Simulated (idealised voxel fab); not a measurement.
The document below concerns the process module designated voxel wiring stack.
In the cross-section labelled cut, the width is 180 nm and each square cell is 5 nm.
Notation: cross-section as square-cell grid; stated in bands, top first, going down; one or more cell rows per band. A band entry consists of two parts. The first gives the height of the band's top and the height of its bottom, in nm. The rest lists the band's materials from left to right, each with its width in nm. A single material labelled with the word "edge to edge" fills the band from edge to edge, and the word "air" marks empty space. Below 0: as-received wafer, all one material; heights counted from there. Lowest band: no bottom, goes on down, written "0 -> down". It should be noted that a width expressed as "30 to 40" varies in equal increments from row to row of cells within the band, taking the value of the first number at the top row and that of the second number at the bottom row. It should be understood that the words "changes: none", when stated for a given step, signify that the cross-section underwent no change in any of its cells during that step. So "Enclosed void list" is basically the list of trapped voids: any empty space of 8 cells or more that can't reach the top through an opening. They're written width x height at distance, the distance being from the left edge, and it's all nm. The remark found on a step's line after its settings is issued by the simulator itself and pertains to that step. overlay nm: right-of-plan distance of the mask on a masked step; negative values mean left-of-plan.
-- This section lists the process steps that were planned
- 1: op RECEIVE | material Si
- 2: op CONFORMAL_DEP | material SiO2 | thk nm 10
- 3: op DIRECTIONAL_DEP | material TiN | thk nm 5
- 4: op DIRECTIONAL_DEP | material W | thk nm 15
- 5: op DIRECTIONAL_DEP | material aC | thk nm 15
- 6: op PATTERN | tone cover | mask id METAL_1 | material resist | width nm 20 | pitch nm 45 | thk nm 30 | overlay nm 0
- 7: op DIRECTIONAL_ETCH | etch materials aC | depth nm 15
- 8: op STRIP | etch materials resist
- 9: op DIRECTIONAL_ETCH | etch materials W | depth nm 15
- 10: op DIRECTIONAL_ETCH | etch materials TiN | depth nm 5
- 11: op STRIP | etch materials aC
- 12: op FILL_DEP | material SiO2 | thk nm 10
- 13: op CMP | height nm 30
- 14: op CONFORMAL_DEP | material SiCN | thk nm 5
- 15: op DIRECTIONAL_DEP | material lowk | thk nm 35
- 16: op DIRECTIONAL_DEP | material aC | thk nm 15
- 17: op PATTERN | tone open | mask id METAL_2_HOLES | material resist | width nm 15 | thk nm 35 | overlay nm 0
- 18: op DIRECTIONAL_ETCH | etch materials aC | depth nm 15
- 19: op STRIP | etch materials resist
- 20: op DIRECTIONAL_ETCH | etch materials lowk | depth nm 35
- 21: op STRIP | etch materials aC
- 22: op DIRECTIONAL_DEP | material aC | thk nm 15
- 23: op PATTERN | tone open | mask id METAL_2 | material resist | width nm 20 | pitch nm 45 | thk nm 30 | overlay nm 0
- 24: op DIRECTIONAL_ETCH | etch materials aC | depth nm 15
- 25: op STRIP | etch materials resist
- 26: op DIRECTIONAL_ETCH | etch materials lowk | depth nm 20
- 27: op DIRECTIONAL_ETCH | etch materials SiCN | depth nm 5
- 28: op STRIP | etch materials aC
- 29: op CONFORMAL_DEP | material TiN | thk nm 5
- 30: op FILL_DEP | material Cu | thk nm 5
- 31: op CMP | height nm 70
- 32: op CONFORMAL_DEP | material SiN | thk nm 5
-- So this is the incoming wafer in cross-section - it's already been through step 1
0 -> down  Si edge to edge
Enclosed void list: none
-- Cross-section at module end, one run error; start and plan unchanged from above
75 -> 70  SiN edge to edge
70 -> 55  lowk: 55 | SiO2: 5 | Cu: 10 | SiO2: 5 | lowk: 25 | SiO2: 5 | Cu: 10 | SiO2: 5 | lowk: 60
55 -> 50  lowk: 55 | SiO2: 5 | Cu: 5 | SiO2: 10 | lowk: 25 | SiO2: 20 | lowk: 60
50 -> 35  lowk: 55 | SiO2: 5 | Cu: 5 | SiO2: 5 | lowk: 110
35 -> 30  SiCN: 55 | SiO2: 15 | SiCN: 110
30 -> 15  SiO2: 55 | W: 20 | SiO2: 25 | W: 20 | SiO2: 60
15 -> 10  SiO2: 55 | TiN: 20 | SiO2: 25 | TiN: 20 | SiO2: 60
10 -> 0  SiO2 edge to edge
0 -> down  Si edge to edge
Enclosed void list: none
Deviation noted in wafer processing: the process deviated at step 29: the operation and settings actually run there were op CONFORMAL_DEP | material SiO2 | thk nm 5
